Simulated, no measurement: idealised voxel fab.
The following is a process module called voxel transistor to metal.
The figure presents cross-section cut, which has a width of 140 nm and is divided into square cells with an edge length of 5 nm.
This document writes a cross-section as a grid whose cells are square, and gives it as bands, listed from the top down; one or more rows of cells form a band.
This entry defines a band. It first specifies the height of the band's top and the height of its bottom in nm, and then specifies the band's materials from left to right, stating each material with its width in nm. The word "all across" identifies a single material that fills the band from edge to edge, while the word "air" identifies empty space.
All heights in this document are referenced to 0, defined as the level beneath which the wafer, as received, consists entirely of one material. The lowest band is not bounded below; it extends indefinitely downward and is written in the form "0 down".
Width: "30..40" (first number = top row, second number = bottom row, same change from row to row of cells).
"same as before" after a step means that no cell of the cross-section changed.
"Enclosed empty spaces" contains a list of empty spaces, each no smaller than 8 cells and without an open way to the top, written in the form width x height at distance with the distance from the left edge and all three in nm.
On each step's line, the part that comes after the settings is the simulator's own comment on the step.
overlay nm: how far to the right of its planned place the mask lay on this masked step (negative: to the left).

## These are the steps we planned for the process
1: RECEIVE (material Si)
2: OXIDIZE (depth nm 5)
3: CONFORMAL_DEP (material SiN; thk nm 10)
4: PATTERN (tone cover; mask id ACTIVE; material resist; width nm 105; thk nm 15; overlay nm 0)
5: DIRECTIONAL_ETCH (etch materials SiN; depth nm 10)
6: DIRECTIONAL_ETCH (etch materials SiO2; depth nm 5)
7: DIRECTIONAL_ETCH (etch materials Si; depth nm 25)
8: STRIP (etch materials resist)
9: OXIDIZE (depth nm 5)
10: FILL_DEP (material SiO2; thk nm 5)
11: CMP (height nm 10)
12: SELECTIVE_ETCH (etch materials SiO2; depth nm 10)
13: STRIP (etch materials SiN)
14: SELECTIVE_ETCH (etch materials SiO2; depth nm 5)
15: OXIDIZE (depth nm 5)
16: DIRECTIONAL_DEP (material polySi; thk nm 25)
17: DIRECTIONAL_DEP (material SiCN; thk nm 15)
18: PATTERN (tone cover; mask id GATE; material resist; width nm 15; thk nm 20; overlay nm 0)
19: DIRECTIONAL_ETCH (etch materials SiCN; depth nm 25)
20: DIRECTIONAL_ETCH (etch materials polySi; depth nm 35)
21: STRIP (etch materials resist)
22: CONFORMAL_DEP (material SiO2; thk nm 5)
23: DIRECTIONAL_ETCH (etch materials SiO2; depth nm 5)
24: CONFORMAL_DEP (material SiN; thk nm 5)
25: DIRECTIONAL_ETCH (etch materials SiN; depth nm 5)
26: DIRECTIONAL_ETCH (etch materials SiO2; depth nm 5)
27: DIRECTIONAL_ETCH (etch materials Si; depth nm 10)
28: EPI (material SiGe; thk nm 10)
29: FILL_DEP (material SiO2; thk nm 10)
30: CMP (height nm 35)
31: DIRECTIONAL_DEP (material SiO2; thk nm 15)
32: MASKED_ETCH (tone open; mask id CONTACT; width nm 20; pitch nm 75; etch materials SiO2; depth nm 60; overlay nm 0)
33: CONFORMAL_DEP (material TiN; thk nm 5)
34: FILL_DEP (material W; thk nm 5)
35: CMP (height nm 50)
36: CONFORMAL_DEP (material SiN; thk nm 5)
37: DIRECTIONAL_DEP (material SiO2; thk nm 25)
38: MASKED_ETCH (tone open; mask id METAL_1; width nm 20; pitch nm 75; etch materials SiO2; depth nm 25; overlay nm 0)
39: MASKED_ETCH (tone open; mask id METAL_1; width nm 20; pitch nm 75; etch materials SiN; depth nm 5; overlay nm 0)
40: CONFORMAL_DEP (material TiN; thk nm 5)
41: FILL_DEP (material Cu; thk nm 10)
42: CMP (height nm 80)
43: CONFORMAL_DEP (material SiCN; thk nm 5)
44: DIRECTIONAL_DEP (material SiO2; thk nm 35)
45: MASKED_ETCH (tone open; mask id METAL_2_HOLES; width nm 15; pitch nm 75; etch materials SiO2; depth nm 35; overlay nm 0)
46: DIRECTIONAL_DEP (material aC; thk nm 15)
47: PATTERN (tone open; mask id METAL_2; material resist; width nm 20; pitch nm 75; thk nm 35; overlay nm 0)
48: DIRECTIONAL_ETCH (etch materials aC; depth nm 15)
49: STRIP (etch materials resist)
50: DIRECTIONAL_ETCH (etch materials SiO2; depth nm 20)
51: DIRECTIONAL_ETCH (etch materials SiCN; depth nm 5)
52: STRIP (etch materials aC)
53: CONFORMAL_DEP (material TiN; thk nm 5)
54: FILL_DEP (material Ru; thk nm 10)
55: CMP (height nm 120)
56: CONFORMAL_DEP (material SiN; thk nm 5)

## First of two wafers, processed according to plan

## Cross-section: wafer on arrival = after step 1
0 down = Si all across
Enclosed empty spaces: none

## Wafer section view after processing step 2
0 to -5 = SiO2 all across
Under -5: no change, same as before.

## Wafer section view after processing step 3
10 to 0 = SiN all across
Under 0: no change, same as before.

## Wafer section view after processing step 4
25 to 10 = air 15 nm, then resist 105 nm, then air 20 nm
Under 10: no change, same as before.

## Wafer section view after processing step 5
25 to 10 = air 15 nm, then resist 105 nm, then air 20 nm
10 to 0 = air 15 nm, then SiN 105 nm, then air 20 nm
Under 0: no change, same as before.

## Wafer section view after processing step 6
25 to 10 = air 15 nm, then resist 105 nm, then air 20 nm
10 to 0 = air 15 nm, then SiN 105 nm, then air 20 nm
0 to -5 = air 15 nm, then SiO2 105 nm, then air 20 nm
Under -5: no change, same as before.

## Wafer section view after processing step 7
25 to 10 = air 15 nm, then resist 105 nm, then air 20 nm
10 to 0 = air 15 nm, then SiN 105 nm, then air 20 nm
0 to -5 = air 15 nm, then SiO2 105 nm, then air 20 nm
-5 to -30 = air 15 nm, then Si 105 nm, then air 20 nm
Under -30: no change, same as before.

## Wafer section view after processing step 8
10 to 0 = air 15 nm, then SiN 105 nm, then air 20 nm
Under 0: no change, same as before.

## Wafer section view after processing step 9
10 to 0 = air 15 nm, then SiN 105 nm, then air 20 nm
0 to -5 = air 15 nm, then SiO2 105 nm, then air 20 nm
-5 to -30 = air 15 nm, then SiO2 5 nm, then Si 95 nm, then SiO2 5 nm, then air 20 nm
-30 to -35 = SiO2 20 nm, then Si 95 nm, then SiO2 25 nm
Under -35: no change, same as before.

## Wafer section view after processing step 10
15 to 10 = SiO2 all across
10 to 0 = SiO2 15 nm, then SiN 105 nm, then SiO2 20 nm
0 to -5 = SiO2 all across
-5 to -35 = SiO2 20 nm, then Si 95 nm, then SiO2 25 nm
Under -35: no change, same as before.

## Wafer section view after processing step 11
10 to 0 = SiO2 15 nm, then SiN 105 nm, then SiO2 20 nm
Under 0: no change, same as before.

## Wafer section view after processing step 12
10 to 0 = air 15 nm, then SiN 105 nm, then air 20 nm
Under 0: no change, same as before.

## Wafer section view after processing step 13
0 to -5 = SiO2 all across
Under -5: no change, same as before.

## Wafer section view after processing step 14
-5 to -35 = SiO2 20 nm, then Si 95 nm, then SiO2 25 nm
Under -35: no change, same as before.

## Wafer section view after processing step 15
-5 to -10 = SiO2 all across
Under -10: no change, same as before.

## Wafer section view after processing step 16
20 to -5 = polySi all across
Under -5: no change, same as before.

## Wafer section view after processing step 17
35 to 20 = SiCN all across
Under 20: no change, same as before.

## Wafer section view after processing step 18
55 to 35 = air 60 nm, then resist 15 nm, then air 65 nm
Under 35: no change, same as before.

## Wafer section view after processing step 19
55 to 35 = air 60 nm, then resist 15 nm, then air 65 nm
35 to 20 = air 60 nm, then SiCN 15 nm, then air 65 nm
Under 20: no change, same as before.

## Wafer section view after processing step 20
55 to 35 = air 60 nm, then resist 15 nm, then air 65 nm
35 to 20 = air 60 nm, then SiCN 15 nm, then air 65 nm
20 to -5 = air 60 nm, then polySi 15 nm, then air 65 nm
Under -5: no change, same as before.

## Wafer section view after processing step 21
35 to 20 = air 60 nm, then SiCN 15 nm, then air 65 nm
Under 20: no change, same as before.

## Wafer section view after processing step 22
40 to 35 = air 55 nm, then SiO2 25 nm, then air 60 nm
35 to 20 = air 55 nm, then SiO2 5 nm, then SiCN 15 nm, then SiO2 5 nm, then air 60 nm
20 to 0 = air 55 nm, then SiO2 5 nm, then polySi 15 nm, then SiO2 5 nm, then air 60 nm
0 to -5 = SiO2 60 nm, then polySi 15 nm, then SiO2 65 nm
Under -5: no change, same as before.

## Wafer section view after processing step 23
35 to 20 = air 55 nm, then SiO2 5 nm, then SiCN 15 nm, then SiO2 5 nm, then air 60 nm
20 to -5 = air 55 nm, then SiO2 5 nm, then polySi 15 nm, then SiO2 5 nm, then air 60 nm
Under -5: no change, same as before.

## Wafer section view after processing step 24
40 to 35 = air 50 nm, then SiN 35 nm, then air 55 nm
35 to 20 = air 50 nm, then SiN 5 nm, then SiO2 5 nm, then SiCN 15 nm, then SiO2 5 nm, then SiN 5 nm, then air 55 nm
20 to 0 = air 50 nm, then SiN 5 nm, then SiO2 5 nm, then polySi 15 nm, then SiO2 5 nm, then SiN 5 nm, then air 55 nm
0 to -5 = SiN 55 nm, then SiO2 5 nm, then polySi 15 nm, then SiO2 5 nm, then SiN 60 nm
Under -5: no change, same as before.

## Wafer section view after processing step 25
35 to 20 = air 50 nm, then SiN 5 nm, then SiO2 5 nm, then SiCN 15 nm, then SiO2 5 nm, then SiN 5 nm, then air 55 nm
20 to -5 = air 50 nm, then SiN 5 nm, then SiO2 5 nm, then polySi 15 nm, then SiO2 5 nm, then SiN 5 nm, then air 55 nm
Under -5: no change, same as before.

## Wafer section view after processing step 26
35 to 30 = air 50 nm, then SiN 5 nm, then air 5 nm, then SiCN 15 nm, then air 5 nm, then SiN 5 nm, then air 55 nm
30 to 20 = air 50 nm, then SiN 5 nm, then SiO2 5 nm, then SiCN 15 nm, then SiO2 5 nm, then SiN 5 nm, then air 55 nm
20 to -5 = air 50 nm, then SiN 5 nm, then SiO2 5 nm, then polySi 15 nm, then SiO2 5 nm, then SiN 5 nm, then air 55 nm
-5 to -10 = air 50 nm, then SiO2 35 nm, then air 55 nm
Under -10: no change, same as before.

## Wafer section view after processing step 27
35 to 30 = air 50 nm, then SiN 5 nm, then air 5 nm, then SiCN 15 nm, then air 5 nm, then SiN 5 nm, then air 55 nm
30 to 20 = air 50 nm, then SiN 5 nm, then SiO2 5 nm, then SiCN 15 nm, then SiO2 5 nm, then SiN 5 nm, then air 55 nm
20 to -5 = air 50 nm, then SiN 5 nm, then SiO2 5 nm, then polySi 15 nm, then SiO2 5 nm, then SiN 5 nm, then air 55 nm
-5 to -10 = air 50 nm, then SiO2 35 nm, then air 55 nm
-10 to -20 = SiO2 20 nm, then air 30 nm, then Si 35 nm, then air 30 nm, then SiO2 25 nm
Under -20: no change, same as before.

## Wafer section view after processing step 28
35 to 30 = air 50 nm, then SiN 5 nm, then air 5 nm, then SiCN 15 nm, then air 5 nm, then SiN 5 nm, then air 55 nm
30 to 20 = air 50 nm, then SiN 5 nm, then SiO2 5 nm, then SiCN 15 nm, then SiO2 5 nm, then SiN 5 nm, then air 55 nm
20 to 0 = air 50 nm, then SiN 5 nm, then SiO2 5 nm, then polySi 15 nm, then SiO2 5 nm, then SiN 5 nm, then air 55 nm
0 to -5 = air 40 nm, then SiGe 10 nm, then SiN 5 nm, then SiO2 5 nm, then polySi 15 nm, then SiO2 5 nm, then SiN 5 nm, then SiGe 10 nm, then air 45 nm
-5 to -10 = air 40 nm, then SiGe 10 nm, then SiO2 35 nm, then SiGe 10 nm, then air 45 nm
-10 to -20 = SiO2 20 nm, then SiGe 30 nm, then Si 35 nm, then SiGe 30 nm, then SiO2 25 nm
Under -20: no change, same as before.

## Wafer section view after processing step 29
45 to 35 = SiO2 all across
35 to 20 = SiO2 50 nm, then SiN 5 nm, then SiO2 5 nm, then SiCN 15 nm, then SiO2 5 nm, then SiN 5 nm, then SiO2 55 nm
20 to 0 = SiO2 50 nm, then SiN 5 nm, then SiO2 5 nm, then polySi 15 nm, then SiO2 5 nm, then SiN 5 nm, then SiO2 55 nm
0 to -5 = SiO2 40 nm, then SiGe 10 nm, then SiN 5 nm, then SiO2 5 nm, then polySi 15 nm, then SiO2 5 nm, then SiN 5 nm, then SiGe 10 nm, then SiO2 45 nm
-5 to -10 = SiO2 40 nm, then SiGe 10 nm, then SiO2 35 nm, then SiGe 10 nm, then SiO2 45 nm
Under -10: no change, same as before.

## Wafer section view after processing step 30
35 to 20 = SiO2 50 nm, then SiN 5 nm, then SiO2 5 nm, then SiCN 15 nm, then SiO2 5 nm, then SiN 5 nm, then SiO2 55 nm
Under 20: no change, same as before.

## Wafer section view after processing step 31
50 to 35 = SiO2 all across
Under 35: no change, same as before.

## Wafer section view after processing step 32
50 to 35 = SiO2 20 nm, then air 20 nm, then SiO2 55 nm, then air 20 nm, then SiO2 25 nm
35 to 20 = SiO2 20 nm, then air 20 nm, then SiO2 10 nm, then SiN 5 nm, then SiO2 5 nm, then SiCN 15 nm, then SiO2 5 nm, then SiN 5 nm, then SiO2 10 nm, then air 20 nm, then SiO2 25 nm
20 to 0 = SiO2 20 nm, then air 20 nm, then SiO2 10 nm, then SiN 5 nm, then SiO2 5 nm, then polySi 15 nm, then SiO2 5 nm, then SiN 5 nm, then SiO2 10 nm, then air 20 nm, then SiO2 25 nm
0 to -5 = SiO2 20 nm, then air 20 nm, then SiGe 10 nm, then SiN 5 nm, then SiO2 5 nm, then polySi 15 nm, then SiO2 5 nm, then SiN 5 nm, then SiGe 10 nm, then air 20 nm, then SiO2 25 nm
-5 to -10 = SiO2 20 nm, then air 20 nm, then SiGe 10 nm, then SiO2 35 nm, then SiGe 10 nm, then air 20 nm, then SiO2 25 nm
Under -10: no change, same as before.

## Wafer section view after processing step 33
55 to 50 = TiN 25 nm, then air 10 nm, then TiN 65 nm, then air 10 nm, then TiN 30 nm
50 to 35 = SiO2 20 nm, then TiN 5 nm, then air 10 nm, then TiN 5 nm, then SiO2 55 nm, then TiN 5 nm, then air 10 nm, then TiN 5 nm, then SiO2 25 nm
35 to 20 = SiO2 20 nm, then TiN 5 nm, then air 10 nm, then TiN 5 nm, then SiO2 10 nm, then SiN 5 nm, then SiO2 5 nm, then SiCN 15 nm, then SiO2 5 nm, then SiN 5 nm, then SiO2 10 nm, then TiN 5 nm, then air 10 nm, then TiN 5 nm, then SiO2 25 nm
20 to 0 = SiO2 20 nm, then TiN 5 nm, then air 10 nm, then TiN 5 nm, then SiO2 10 nm, then SiN 5 nm, then SiO2 5 nm, then polySi 15 nm, then SiO2 5 nm, then SiN 5 nm, then SiO2 10 nm, then TiN 5 nm, then air 10 nm, then TiN 5 nm, then SiO2 25 nm
0 to -5 = SiO2 20 nm, then TiN 5 nm, then air 10 nm, then TiN 5 nm, then SiGe 10 nm, then SiN 5 nm, then SiO2 5 nm, then polySi 15 nm, then SiO2 5 nm, then SiN 5 nm, then SiGe 10 nm, then TiN 5 nm, then air 10 nm, then TiN 5 nm, then SiO2 25 nm
-5 to -10 = SiO2 20 nm, then TiN 20 nm, then SiGe 10 nm, then SiO2 35 nm, then SiGe 10 nm, then TiN 20 nm, then SiO2 25 nm
Under -10: no change, same as before.

## Wafer section view after processing step 34
60 to 55 = W all across
55 to 50 = TiN 25 nm, then W 10 nm, then TiN 65 nm, then W 10 nm, then TiN 30 nm
50 to 35 = SiO2 20 nm, then TiN 5 nm, then W 10 nm, then TiN 5 nm, then SiO2 55 nm, then TiN 5 nm, then W 10 nm, then TiN 5 nm, then SiO2 25 nm
35 to 20 = SiO2 20 nm, then TiN 5 nm, then W 10 nm, then TiN 5 nm, then SiO2 10 nm, then SiN 5 nm, then SiO2 5 nm, then SiCN 15 nm, then SiO2 5 nm, then SiN 5 nm, then SiO2 10 nm, then TiN 5 nm, then W 10 nm, then TiN 5 nm, then SiO2 25 nm
20 to 0 = SiO2 20 nm, then TiN 5 nm, then W 10 nm, then TiN 5 nm, then SiO2 10 nm, then SiN 5 nm, then SiO2 5 nm, then polySi 15 nm, then SiO2 5 nm, then SiN 5 nm, then SiO2 10 nm, then TiN 5 nm, then W 10 nm, then TiN 5 nm, then SiO2 25 nm
0 to -5 = SiO2 20 nm, then TiN 5 nm, then W 10 nm, then TiN 5 nm, then SiGe 10 nm, then SiN 5 nm, then SiO2 5 nm, then polySi 15 nm, then SiO2 5 nm, then SiN 5 nm, then SiGe 10 nm, then TiN 5 nm, then W 10 nm, then TiN 5 nm, then SiO2 25 nm
Under -5: no change, same as before.

## Wafer section view after processing step 35
50 to 35 = SiO2 20 nm, then TiN 5 nm, then W 10 nm, then TiN 5 nm, then SiO2 55 nm, then TiN 5 nm, then W 10 nm, then TiN 5 nm, then SiO2 25 nm
Under 35: no change, same as before.

## Wafer section view after processing step 36
55 to 50 = SiN all across
Under 50: no change, same as before.

## Wafer section view after processing step 37
80 to 55 = SiO2 all across
Under 55: no change, same as before.

## Wafer section view after processing step 38
80 to 55 = SiO2 20 nm, then air 20 nm, then SiO2 55 nm, then air 20 nm, then SiO2 25 nm
Under 55: no change, same as before.

## Wafer section view after processing step 39
80 to 55 = SiO2 20 nm, then air 20 nm, then SiO2 55 nm, then air 20 nm, then SiO2 25 nm
55 to 50 = SiN 20 nm, then air 20 nm, then SiN 55 nm, then air 20 nm, then SiN 25 nm
Under 50: no change, same as before.

## Wafer section view after processing step 40
85 to 80 = TiN 25 nm, then air 10 nm, then TiN 65 nm, then air 10 nm, then TiN 30 nm
80 to 55 = SiO2 20 nm, then TiN 5 nm, then air 10 nm, then TiN 5 nm, then SiO2 55 nm, then TiN 5 nm, then air 10 nm, then TiN 5 nm, then SiO2 25 nm
55 to 50 = SiN 20 nm, then TiN 20 nm, then SiN 55 nm, then TiN 20 nm, then SiN 25 nm
Under 50: no change, same as before.

## Wafer section view after processing step 41
95 to 85 = Cu all across
85 to 80 = TiN 25 nm, then Cu 10 nm, then TiN 65 nm, then Cu 10 nm, then TiN 30 nm
80 to 55 = SiO2 20 nm, then TiN 5 nm, then Cu 10 nm, then TiN 5 nm, then SiO2 55 nm, then TiN 5 nm, then Cu 10 nm, then TiN 5 nm, then SiO2 25 nm
Under 55: no change, same as before.

## Wafer section view after processing step 42
80 to 55 = SiO2 20 nm, then TiN 5 nm, then Cu 10 nm, then TiN 5 nm, then SiO2 55 nm, then TiN 5 nm, then Cu 10 nm, then TiN 5 nm, then SiO2 25 nm
Under 55: no change, same as before.

## Wafer section view after processing step 43
85 to 80 = SiCN all across
Under 80: no change, same as before.

## Wafer section view after processing step 44
120 to 85 = SiO2 all across
Under 85: no change, same as before.

## Wafer section view after processing step 45
120 to 85 = SiO2 20 nm, then air 15 nm, then SiO2 60 nm, then air 15 nm, then SiO2 30 nm
Under 85: no change, same as before.

## Wafer section view after processing step 46
135 to 120 = aC 20 nm, then air 15 nm, then aC 60 nm, then air 15 nm, then aC 30 nm
120 to 100 = SiO2 20 nm, then air 15 nm, then SiO2 60 nm, then air 15 nm, then SiO2 30 nm
100 to 85 = SiO2 20 nm, then aC 15 nm, then SiO2 60 nm, then aC 15 nm, then SiO2 30 nm
Under 85: no change, same as before.

## Wafer section view after processing step 47
170 to 135 = resist 20 nm, then air 20 nm, then resist 55 nm, then air 20 nm, then resist 25 nm
Under 135: no change, same as before.

## Wafer section view after processing step 48
155 to 135 = resist 20 nm, then air 20 nm, then resist 55 nm, then air 20 nm, then resist 25 nm
135 to 120 = aC 20 nm, then air 20 nm, then aC 55 nm, then air 20 nm, then aC 25 nm
120 to 85 = SiO2 20 nm, then air 15 nm, then SiO2 60 nm, then air 15 nm, then SiO2 30 nm
Under 85: no change, same as before.

## Wafer section view after processing step 49
135 to 120 = aC 20 nm, then air 20 nm, then aC 55 nm, then air 20 nm, then aC 25 nm
Under 120: no change, same as before.

## Wafer section view after processing step 50
135 to 120 = aC 20 nm, then air 20 nm, then aC 55 nm, then air 20 nm, then aC 25 nm
120 to 100 = SiO2 20 nm, then air 20 nm, then SiO2 55 nm, then air 20 nm, then SiO2 25 nm
Under 100: no change, same as before.

## Wafer section view after processing step 51
135 to 120 = aC 20 nm, then air 20 nm, then aC 55 nm, then air 20 nm, then aC 25 nm
120 to 100 = SiO2 20 nm, then air 20 nm, then SiO2 55 nm, then air 20 nm, then SiO2 25 nm
100 to 85 = SiO2 20 nm, then air 15 nm, then SiO2 60 nm, then air 15 nm, then SiO2 30 nm
85 to 80 = SiCN 20 nm, then air 15 nm, then SiCN 60 nm, then air 15 nm, then SiCN 30 nm
Under 80: no change, same as before.

## Wafer section view after processing step 52
120 to 100 = SiO2 20 nm, then air 20 nm, then SiO2 55 nm, then air 20 nm, then SiO2 25 nm
Under 100: no change, same as before.

## Wafer section view after processing step 53
125 to 120 = TiN 25 nm, then air 10 nm, then TiN 65 nm, then air 10 nm, then TiN 30 nm
120 to 105 = SiO2 20 nm, then TiN 5 nm, then air 10 nm, then TiN 5 nm, then SiO2 55 nm, then TiN 5 nm, then air 10 nm, then TiN 5 nm, then SiO2 25 nm
105 to 100 = SiO2 20 nm, then TiN 5 nm, then air 5 nm, then TiN 10 nm, then SiO2 55 nm, then TiN 5 nm, then air 5 nm, then TiN 10 nm, then SiO2 25 nm
100 to 85 = SiO2 20 nm, then TiN 5 nm, then air 5 nm, then TiN 5 nm, then SiO2 60 nm, then TiN 5 nm, then air 5 nm, then TiN 5 nm, then SiO2 30 nm
85 to 80 = SiCN 20 nm, then TiN 15 nm, then SiCN 60 nm, then TiN 15 nm, then SiCN 30 nm
Under 80: no change, same as before.

## Wafer section view after processing step 54
135 to 125 = Ru all across
125 to 120 = TiN 25 nm, then Ru 10 nm, then TiN 65 nm, then Ru 10 nm, then TiN 30 nm
120 to 105 = SiO2 20 nm, then TiN 5 nm, then Ru 10 nm, then TiN 5 nm, then SiO2 55 nm, then TiN 5 nm, then Ru 10 nm, then TiN 5 nm, then SiO2 25 nm
105 to 100 = SiO2 20 nm, then TiN 5 nm, then Ru 5 nm, then TiN 10 nm, then SiO2 55 nm, then TiN 5 nm, then Ru 5 nm, then TiN 10 nm, then SiO2 25 nm
100 to 85 = SiO2 20 nm, then TiN 5 nm, then Ru 5 nm, then TiN 5 nm, then SiO2 60 nm, then TiN 5 nm, then Ru 5 nm, then TiN 5 nm, then SiO2 30 nm
Under 85: no change, same as before.

## Wafer section view after processing step 55
120 to 105 = SiO2 20 nm, then TiN 5 nm, then Ru 10 nm, then TiN 5 nm, then SiO2 55 nm, then TiN 5 nm, then Ru 10 nm, then TiN 5 nm, then SiO2 25 nm
Under 105: no change, same as before.

## Wafer section view after processing step 56
125 to 120 = SiN all across
Under 120: no change, same as before.

## Second of two: same start, same plan, one run error; steps up to and including 54 match the first

Second wafer at the planned finish of step 55, seen in cross-section: same as before

## Second wafer at the planned finish of step 56, seen in cross-section
140 to 135 = SiN all across
Under 135: no change, same as before.
What was the processing mistake? yeah, step 55 of the plan got skipped, never ran
Cell-count delta at end, second wafer over first, by material: 60 more of Ru, 24 more of TiN
